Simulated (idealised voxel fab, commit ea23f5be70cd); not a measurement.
This section sets out a process module, namely voxel air gaps.
cross-section cut | 285 nm wide | cells 5 nm
Throughout this document, each cross-section is represented as a grid of square cells and is presented as a sequence of bands enumerated from the top downward, where a band comprises one or more rows of cells. It is stipulated that each band's entry specify, in nanometres, the height of the top of the band and then that of its bottom, followed by the materials of the band in left-to-right sequence, each together with its width in nanometres. A single material marked by the word "everywhere" is understood to fill the band from edge to edge; the word "empty" is understood to denote empty space. We count height from 0. Below that, the starting wafer is all one material. The lowest band never ends at the bottom but goes on down; see "0..down" for how that is written. The width entry "30..40" should be interpreted row by row: the top row of cells in the band takes the first number, the bottom row takes the second number, and the change between adjacent rows is uniform throughout. Reading "left unchanged" for a step: not a cell of the cross-section changed in it. Entry "Closed void table". Content: empty spaces with no open connection to the top, size 8 cells or greater. Each: width x height at distance. Distance: from left edge. Unit: nm. That trailing text on a step's line, after the settings, is the simulator's own remark on the step. overlay nm: mask offset rightward from planned place, masked step; negative means leftward offset.
Steps planned for the process:
| 1 | RECEIVE (material Si) |
| 2 | CONFORMAL_DEP (material SiO2; thk nm 10) |
| 3 | CONFORMAL_DEP (material SiN; thk nm 5) |
| 4 | DIRECTIONAL_DEP (material lowk; thk nm 40) |
| 5 | DIRECTIONAL_DEP (material aC; thk nm 10) |
| 6 | PATTERN (tone open; mask id LINES; material resist; width nm 15; pitch nm 40; thk nm 25; overlay nm 0) |
| 7 | DIRECTIONAL_ETCH (etch materials aC; depth nm 10) |
| 8 | STRIP (etch materials resist) |
| 9 | DIRECTIONAL_ETCH (etch materials lowk; depth nm 40) |
| 10 | STRIP (etch materials aC) |
| 11 | CONFORMAL_DEP (material TiN; thk nm 5) |
| 12 | FILL_DEP (material Ru; thk nm 10) |
| 13 | CMP (height nm 55) |
| 14 | EPI (material Ru; thk nm 10) |
| 15 | SELECTIVE_ETCH (etch materials lowk; depth nm 50) |
| 16 | CONFORMAL_DEP (material SiN; thk nm 5) |
The cross-section here shows the wafer as received, i.e. in its state after step 1:
* 0..down: Si everywhere
* Closed void table: none
Wafer at module end, in section. Began as above, planned as above, run with one mistake:
* 70..65: SiN everywhere
* 65..55: Ru everywhere
* 55..20: 70 of Ru, 5 of TiN, 15 of lowk, 5 of TiN, 15 of Ru, 5 of TiN, 15 of lowk, 5 of TiN, 15 of Ru, 5 of TiN, 15 of lowk, 5 of TiN, 15 of Ru, 5 of TiN, 15 of lowk, 5 of TiN, 70 of Ru
* 20..15: 75 of TiN, 15 of lowk, 25 of TiN, 15 of lowk, 25 of TiN, 15 of lowk, 25 of TiN, 15 of lowk, 75 of TiN
* 15..10: SiN everywhere
* 10..0: SiO2 everywhere
* 0..down: Si everywhere
* Closed void table: none
Deviation noted in wafer processing: planned and actual differ for step 6; actual: PATTERN (tone cover; mask id LINES; material resist; width nm 15; pitch nm 40; thk nm 25; overlay nm 0)
